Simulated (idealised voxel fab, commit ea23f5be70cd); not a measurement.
Module name: voxel ribs on slabs (process module)
Cross-section cut: width 205 nm, square cells of 5 nm.
Heads up, the way a cross-section reads in here is a grid of square cells, handed over as bands from the top down, with every band being one or more rows of cells. Top height, bottom height, nm. Materials left to right, width each, nm. Single material + "full width" = fills band edge to edge. "air" = empty. Basically, 0 is our baseline, since under it the wafer straight out of the box is all one material. The bottom band has no lower end and keeps on going down, so it looks like "z 0 and below". The width entry "30->40" should be interpreted row by row: the top row of cells in the band takes the first number, the bottom row takes the second number, and the change between adjacent rows is uniform throughout. The cross-section has no changed cell in any step marked "no alteration". The entry titled "Enclosed void entries" provides the empty spaces that have no open way to the top, restricted to those of 8 cells or more. Each is presented as width x height at distance, the distance being measured from the left edge, with all three in nm. The remark found on a step's line after its settings is issued by the simulator itself and pertains to that step. overlay nm: how far to the right of its planned place the mask lay on this masked step (negative: to the left).

**Process steps foreseen in the plan**
| 1 | RECEIVE,material Si |
| 2 | DIRECTIONAL_DEP,material SiO2,thk nm 25 |
| 3 | DIRECTIONAL_DEP,material polySi,thk nm 20 |
| 4 | PATTERN,tone cover,mask id RIB,material resist,width nm 30,thk nm 20,overlay nm 0 |
| 5 | DIRECTIONAL_ETCH,etch materials polySi,depth nm 10 |
| 6 | STRIP,etch materials resist |
| 7 | MASKED_ETCH,tone cover,mask id SLAB,width nm 60,etch materials polySi,depth nm 10,overlay nm 0 |
| 8 | FILL_DEP,material SiO2,thk nm 25 |
| 9 | CMP,height nm 60 |
| 10 | DIRECTIONAL_DEP,material TiN,thk nm 5 |
| 11 | PATTERN,tone cover,mask id HEATER,material resist,width nm 40,thk nm 20,overlay nm 0 |
| 12 | DIRECTIONAL_ETCH,etch materials TiN,depth nm 5 |
| 13 | STRIP,etch materials resist |
| 14 | CONFORMAL_DEP,material SiO2,thk nm 10 |
Where the wafers of this document differ is in the thk nm of step 10; they start out the same, and the plan states the value that applied to the first wafer.

**As received, i.e. after step 1: cross-section through the first of several wafers**
    z 0 and below  Si full width
    Enclosed void entries: none

**Module finished, last step 14 done: cross-section of the first of several wafers**
    z 75 to 70  air (70), SiO2 (60), air (75)
    z 70 to 65  SiO2 full width
    z 65 to 60  SiO2 (80), TiN (40), SiO2 (85)
    z 60 to 45  SiO2 full width
    z 45 to 35  SiO2 (85), polySi (30), SiO2 (90)
    z 35 to 25  SiO2 (70), polySi (60), SiO2 (75)
    z 25 to 0  SiO2 full width
    z 0 and below  Si full width
    Enclosed void entries: none

**The module's end: a cross-section of the last wafer**
    z 90 to 85  air (70), SiO2 (60), air (75)
    z 85 to 80  SiO2 full width
    z 80 to 75  SiO2 (80), TiN (40), SiO2 (85)
    z 75 to 60  TiN full width
    z 60 to 45  SiO2 full width
    z 45 to 35  SiO2 (85), polySi (30), SiO2 (90)
    z 35 to 25  SiO2 (70), polySi (60), SiO2 (75)
    z 25 to 0  SiO2 full width
    z 0 and below  Si full width
    Enclosed void entries: none

**For your reference, the table is organized with a row per wafer; each row reflects the wafer at the end of the module, indicating for each material the cells gained (+) or lost (-) since receipt, and thereafter its closed voids**
thk nm 5 | +542 SiO2 | +8 TiN | +36 polySi | Enclosed void entries: none
thk nm 10 | +542 SiO2 | +49 TiN | +36 polySi | Enclosed void entries: none
thk nm 15 | +542 SiO2 | +90 TiN | +36 polySi | Enclosed void entries: none
thk nm 20 | +542 SiO2 | +131 TiN | +36 polySi | Enclosed void entries: none
